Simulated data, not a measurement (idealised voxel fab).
process module | voxel wiring stack
cross-section cut | 170 nm wide | cells 5 nm
A cross-section is a grid of square cells, given in bands from the top down. A band is one or more rows of cells.
Each band's line starts with the height of the band's top and of its bottom, in nm. Then come its materials from left to right, each with its width in nm. One material with "throughout" fills the band from edge to edge. "air" is empty space.
Height 0 is the level under which the wafer as received is all one material. The lowest band goes on downwards, as in "0 down".
A width such as "30 to 40" changes by the same amount from each row of cells to the next, from the band's top row to its bottom row.
"no change" after a step means that no cell of the cross-section changed.
closed voids: empty space of 8 cells or more with no open way to the top, each as width x height at its distance from the left edge, in nm
after a step's settings: what the simulator itself notes on the step
overlay nm, on a step with a mask: how far to the right of its planned place the mask lay; to the left if negative
Each pair below shows a cross-section before one step and the cross-section after it, down to the lowest band that changed. The line under each pair gives the step between them, with its settings. The pairs can come from different runs of this module on the same starting wafer, so a pair continues from the pair above only where its "before" says so.
before
  70 to 55: Ru throughout
  55 to 50: TiN throughout
  50 to 40: SiO2 55 | TiN 5 | Ru 5 | TiN 5 | SiO2 20 | TiN 5 | Ru 5 | TiN 5 | SiO2 65
  40 to 35: SiCN 55 | TiN 5 | Ru 5 | TiN 5 | SiCN 20 | TiN 5 | Ru 5 | TiN 5 | SiCN 65
  35 to 30: lowk 50 | SiN 5 | TiN 5 | Ru 5 | TiN 10 | SiN 5 | lowk 5 | SiN 5 | TiN 5 | Ru 5 | TiN 10 | SiN 5 | lowk 55
  30 to 20: lowk 50 | SiN 5 | TiN 5 | Ru 10 | TiN 5 | SiN 5 | lowk 5 | SiN 5 | TiN 5 | Ru 10 | TiN 5 | SiN 5 | lowk 55
  20 to 15: lowk 50 | SiN 5 | TiN 20 | SiN 5 | lowk 5 | SiN 5 | TiN 20 | SiN 5 | lowk 55
  15 to 10: SiN 55 | TiN 20 | SiN 15 | TiN 20 | SiN 60
  10 to 0: SiO2 throughout
  0 down: Si throughout
  closed voids: none
after
  70 to 55: air 55 | Ru 20 | air 15 | Ru 20 | air 60
  below 55: unchanged
  closed voids: none
the step between: op MASKED_ETCH | tone cover | mask id METAL_2 | width nm 20 | pitch nm 35 | etch materials Ru | depth nm 15 | overlay nm 0
before: the cross-section after the pair above
after
  70 to 55: air 55 | Ru 20 | air 15 | Ru 20 | air 60
  55 to 50: air 55 | TiN 20 | air 15 | TiN 20 | air 60
  below 50: unchanged
  closed voids: none
the step between: op MASKED_ETCH | tone cover | mask id METAL_2 | width nm 20 | pitch nm 35 | etch materials TiN | depth nm 5 | overlay nm 0
before: the cross-section after the pair above
after
  75 to 70: SiO2 throughout
  70 to 55: SiO2 55 | Ru 20 | SiO2 15 | Ru 20 | SiO2 60
  55 to 50: SiO2 55 | TiN 20 | SiO2 15 | TiN 20 | SiO2 60
  below 50: unchanged
  closed voids: none
the step between: op FILL_DEP | material SiO2 | thk nm 5
before: the cross-section after the pair above
after
  70 to 55: SiO2 55 | Ru 20 | SiO2 15 | Ru 20 | SiO2 60
  below 55: unchanged
  closed voids: none
the step between: op CMP | height nm 70
before: the cross-section after the pair above
after
  75 to 70: SiCN throughout
  below 70: unchanged
  closed voids: none
the step between: op CONFORMAL_DEP | material SiCN | thk nm 5
before: the cross-section after the pair above
after
  95 to 75: SiO2 throughout
  below 75: unchanged
  closed voids: none
the step between: op DIRECTIONAL_DEP | material SiO2 | thk nm 20
before: the cross-section after the pair above
after
  110 to 95: aC throughout
  below 95: unchanged
  closed voids: none
the step between: op DIRECTIONAL_DEP | material aC | thk nm 15
before: the cross-section after the pair above
after
  145 to 110: resist 55 | air 15 | resist 20 | air 15 | resist 65
  below 110: unchanged
  closed voids: none
the step between: op PATTERN | tone open | mask id PLUG_2 | material resist | width nm 15 | pitch nm 35 | thk nm 35 | overlay nm 0
before: the cross-section after the pair above
after
  130 to 110: resist 55 | air 15 | resist 20 | air 15 | resist 65
  110 to 95: aC 55 | air 15 | aC 20 | air 15 | aC 65
  below 95: unchanged
  closed voids: none
the step between: op DIRECTIONAL_ETCH | etch materials aC | depth nm 15
before: the cross-section after the pair above
after
  110 to 95: aC 55 | air 15 | aC 20 | air 15 | aC 65
  below 95: unchanged
  closed voids: none
the step between: op STRIP | etch materials resist
before: the cross-section after the pair above
after
  110 to 95: aC 55 | air 15 | aC 20 | air 15 | aC 65
  95 to 75: SiO2 55 | air 15 | SiO2 20 | air 15 | SiO2 65
  below 75: unchanged
  closed voids: none
the step between: op DIRECTIONAL_ETCH | etch materials SiO2 | depth nm 20
before: the cross-section after the pair above
after
  110 to 95: aC 55 | air 15 | aC 20 | air 15 | aC 65
  95 to 75: SiO2 55 | air 15 | SiO2 20 | air 15 | SiO2 65
  75 to 70: SiCN 55 | air 15 | SiCN 20 | air 15 | SiCN 65
  below 70: unchanged
  closed voids: none
the step between: op DIRECTIONAL_ETCH | etch materials SiCN | depth nm 5
before: the cross-section after the pair above
after
  95 to 75: SiO2 55 | air 15 | SiO2 20 | air 15 | SiO2 65
  below 75: unchanged
  closed voids: none
the step between: op STRIP | etch materials aC
before: the cross-section after the pair above
after
  100 to 95: TiN 60 | air 5 | TiN 30 | air 5 | TiN 70
  95 to 75: SiO2 55 | TiN 5 | air 5 | TiN 5 | SiO2 20 | TiN 5 | air 5 | TiN 5 | SiO2 65
  75 to 70: SiCN 55 | TiN 15 | SiCN 20 | TiN 15 | SiCN 65
  below 70: unchanged
  closed voids: none
the step between: op CONFORMAL_DEP | material TiN | thk nm 5
before: the cross-section after the pair above
after
  105 to 100: Ru throughout
  100 to 95: TiN 60 | Ru 5 | TiN 30 | Ru 5 | TiN 70
  95 to 75: SiO2 55 | TiN 5 | Ru 5 | TiN 5 | SiO2 20 | TiN 5 | Ru 5 | TiN 5 | SiO2 65
  below 75: unchanged
  closed voids: none
the step between: op FILL_DEP | material Ru | thk nm 5
before: the cross-section after the pair above
after
  95 to 75: SiO2 55 | TiN 5 | Ru 5 | TiN 5 | SiO2 20 | TiN 5 | Ru 5 | TiN 5 | SiO2 65
  below 75: unchanged
  closed voids: none
the step between: op CMP | height nm 95
before: the cross-section after the pair above
after
  100 to 95: TiN throughout
  below 95: unchanged
  closed voids: none
the step between: op DIRECTIONAL_DEP | material TiN | thk nm 5
before: the cross-section after the pair above
after
  115 to 100: W throughout
  below 100: unchanged
  closed voids: none
the step between: op DIRECTIONAL_DEP | material W | thk nm 15
before: the cross-section after the pair above
after
  115 to 100: air 55 | W 20 | air 15 | W 20 | air 60
  below 100: unchanged
  closed voids: none
the step between: op MASKED_ETCH | tone cover | mask id METAL_3 | width nm 20 | pitch nm 35 | etch materials W | depth nm 15 | overlay nm 0
before: the cross-section after the pair above
after
  115 to 100: air 55 | W 20 | air 15 | W 20 | air 60
  100 to 95: air 55 | TiN 20 | air 15 | TiN 20 | air 60
  below 95: unchanged
  closed voids: none
the step between: op MASKED_ETCH | tone cover | mask id METAL_3 | width nm 20 | pitch nm 35 | etch materials TiN | depth nm 5 | overlay nm 0
before: the cross-section after the pair above
after
  125 to 115: SiO2 throughout
  115 to 100: SiO2 55 | W 20 | SiO2 15 | W 20 | SiO2 60
  100 to 95: SiO2 55 | TiN 20 | SiO2 15 | TiN 20 | SiO2 60
  below 95: unchanged
  closed voids: none
the step between: op FILL_DEP | material SiO2 | thk nm 10
before: the cross-section after the pair above
after
  115 to 100: SiO2 55 | W 20 | SiO2 15 | W 20 | SiO2 60
  below 100: unchanged
  closed voids: none
the step between: op CMP | height nm 115
before: the cross-section after the pair above
after
  120 to 115: SiN throughout
  below 115: unchanged
  closed voids: none
the step between: op CONFORMAL_DEP | material SiN | thk nm 5
before
  70 to 55: Ru throughout
  55 to 50: TiN throughout
  50 to 40: SiO2 55 | TiN 5 | Ru 5 | TiN 5 | SiO2 20 | TiN 5 | Ru 5 | TiN 5 | SiO2 65
  40 to 35: SiCN 55 | TiN 15 | SiCN 20 | TiN 15 | SiCN 65
  35 to 15: lowk 50 | SiN 5 | W 20 | SiN 5 | lowk 5 | SiN 5 | W 20 | SiN 5 | lowk 55
  15 to 10: SiN 55 | TiN 20 | SiN 15 | TiN 20 | SiN 60
  10 to 0: SiO2 throughout
  0 down: Si throughout
  closed voids: none
after
  70 to 55: Ru 55 | air 20 | Ru 15 | air 20 | Ru 60
  below 55: unchanged
  closed voids: none
the step between: op MASKED_ETCH | tone open | mask id METAL_2 | width nm 20 | pitch nm 35 | etch materials Ru | depth nm 15 | overlay nm 0
before: the cross-section after the pair above
after
  75 to 70: SiO2 throughout
  70 to 55: Ru 55 | SiO2 20 | Ru 15 | SiO2 20 | Ru 60
  below 55: unchanged
  closed voids: none
the step between: op FILL_DEP | material SiO2 | thk nm 5
before: the cross-section after the pair above
after
  70 to 55: Ru 55 | SiO2 20 | Ru 15 | SiO2 20 | Ru 60
  below 55: unchanged
  closed voids: none
the step between: op CMP | height nm 70
before: the cross-section after the pair above
after
  75 to 70: SiCN throughout
  below 70: unchanged
  closed voids: none
the step between: op CONFORMAL_DEP | material SiCN | thk nm 5
before: the cross-section after the pair above
after
  95 to 75: SiO2 throughout
  below 75: unchanged
  closed voids: none
the step between: op DIRECTIONAL_DEP | material SiO2 | thk nm 20
before: the cross-section after the pair above
after
  110 to 95: aC throughout
  below 95: unchanged
  closed voids: none
the step between: op DIRECTIONAL_DEP | material aC | thk nm 15
before: the cross-section after the pair above
after
  145 to 110: resist 55 | air 15 | resist 20 | air 15 | resist 65
  below 110: unchanged
  closed voids: none
the step between: op PATTERN | tone open | mask id PLUG_2 | material resist | width nm 15 | pitch nm 35 | thk nm 35 | overlay nm 0
before: the cross-section after the pair above
after
  130 to 110: resist 55 | air 15 | resist 20 | air 15 | resist 65
  110 to 95: aC 55 | air 15 | aC 20 | air 15 | aC 65
  below 95: unchanged
  closed voids: none
the step between: op DIRECTIONAL_ETCH | etch materials aC | depth nm 15
before: the cross-section after the pair above
after
  110 to 95: aC 55 | air 15 | aC 20 | air 15 | aC 65
  below 95: unchanged
  closed voids: none
the step between: op STRIP | etch materials resist
before: the cross-section after the pair above
after
  110 to 95: aC 55 | air 15 | aC 20 | air 15 | aC 65
  95 to 75: SiO2 55 | air 15 | SiO2 20 | air 15 | SiO2 65
  below 75: unchanged
  closed voids: none
the step between: op DIRECTIONAL_ETCH | etch materials SiO2 | depth nm 20
before: the cross-section after the pair above
after
  110 to 95: aC 55 | air 15 | aC 20 | air 15 | aC 65
  95 to 75: SiO2 55 | air 15 | SiO2 20 | air 15 | SiO2 65
  75 to 70: SiCN 55 | air 15 | SiCN 20 | air 15 | SiCN 65
  below 70: unchanged
  closed voids: none
the step between: op DIRECTIONAL_ETCH | etch materials SiCN | depth nm 5
before: the cross-section after the pair above
after
  95 to 75: SiO2 55 | air 15 | SiO2 20 | air 15 | SiO2 65
  below 75: unchanged
  closed voids: none
the step between: op STRIP | etch materials aC
before: the cross-section after the pair above
after
  100 to 95: TiN 60 | air 5 | TiN 30 | air 5 | TiN 70
  95 to 75: SiO2 55 | TiN 5 | air 5 | TiN 5 | SiO2 20 | TiN 5 | air 5 | TiN 5 | SiO2 65
  75 to 70: SiCN 55 | TiN 15 | SiCN 20 | TiN 15 | SiCN 65
  below 70: unchanged
  closed voids: none
the step between: op CONFORMAL_DEP | material TiN | thk nm 5
before: the cross-section after the pair above
after
  105 to 100: Ru throughout
  100 to 95: TiN 60 | Ru 5 | TiN 30 | Ru 5 | TiN 70
  95 to 75: SiO2 55 | TiN 5 | Ru 5 | TiN 5 | SiO2 20 | TiN 5 | Ru 5 | TiN 5 | SiO2 65
  below 75: unchanged
  closed voids: none
the step between: op FILL_DEP | material Ru | thk nm 5
before: the cross-section after the pair above
after
  95 to 75: SiO2 55 | TiN 5 | Ru 5 | TiN 5 | SiO2 20 | TiN 5 | Ru 5 | TiN 5 | SiO2 65
  below 75: unchanged
  closed voids: none
the step between: op CMP | height nm 95
before: the cross-section after the pair above
after
  100 to 95: TiN throughout
  below 95: unchanged
  closed voids: none
the step between: op DIRECTIONAL_DEP | material TiN | thk nm 5
before: the cross-section after the pair above
after
  115 to 100: W throughout
  below 100: unchanged
  closed voids: none
the step between: op DIRECTIONAL_DEP | material W | thk nm 15
before: the cross-section after the pair above
after
  115 to 100: air 55 | W 20 | air 15 | W 20 | air 60
  below 100: unchanged
  closed voids: none
the step between: op MASKED_ETCH | tone cover | mask id METAL_3 | width nm 20 | pitch nm 35 | etch materials W | depth nm 15 | overlay nm 0
before: the cross-section after the pair above
after
  115 to 100: air 55 | W 20 | air 15 | W 20 | air 60
  100 to 95: air 55 | TiN 20 | air 15 | TiN 20 | air 60
  below 95: unchanged
  closed voids: none
the step between: op MASKED_ETCH | tone cover | mask id METAL_3 | width nm 20 | pitch nm 35 | etch materials TiN | depth nm 5 | overlay nm 0
before: the cross-section after the pair above
after
  125 to 115: SiO2 throughout
  115 to 100: SiO2 55 | W 20 | SiO2 15 | W 20 | SiO2 60
  100 to 95: SiO2 55 | TiN 20 | SiO2 15 | TiN 20 | SiO2 60
  below 95: unchanged
  closed voids: none
the step between: op FILL_DEP | material SiO2 | thk nm 10
before: the cross-section after the pair above
after
  115 to 100: SiO2 55 | W 20 | SiO2 15 | W 20 | SiO2 60
  below 100: unchanged
  closed voids: none
the step between: op CMP | height nm 115
before: the cross-section after the pair above
after
  120 to 115: SiN throughout
  below 115: unchanged
  closed voids: none
the step between: op CONFORMAL_DEP | material SiN | thk nm 5
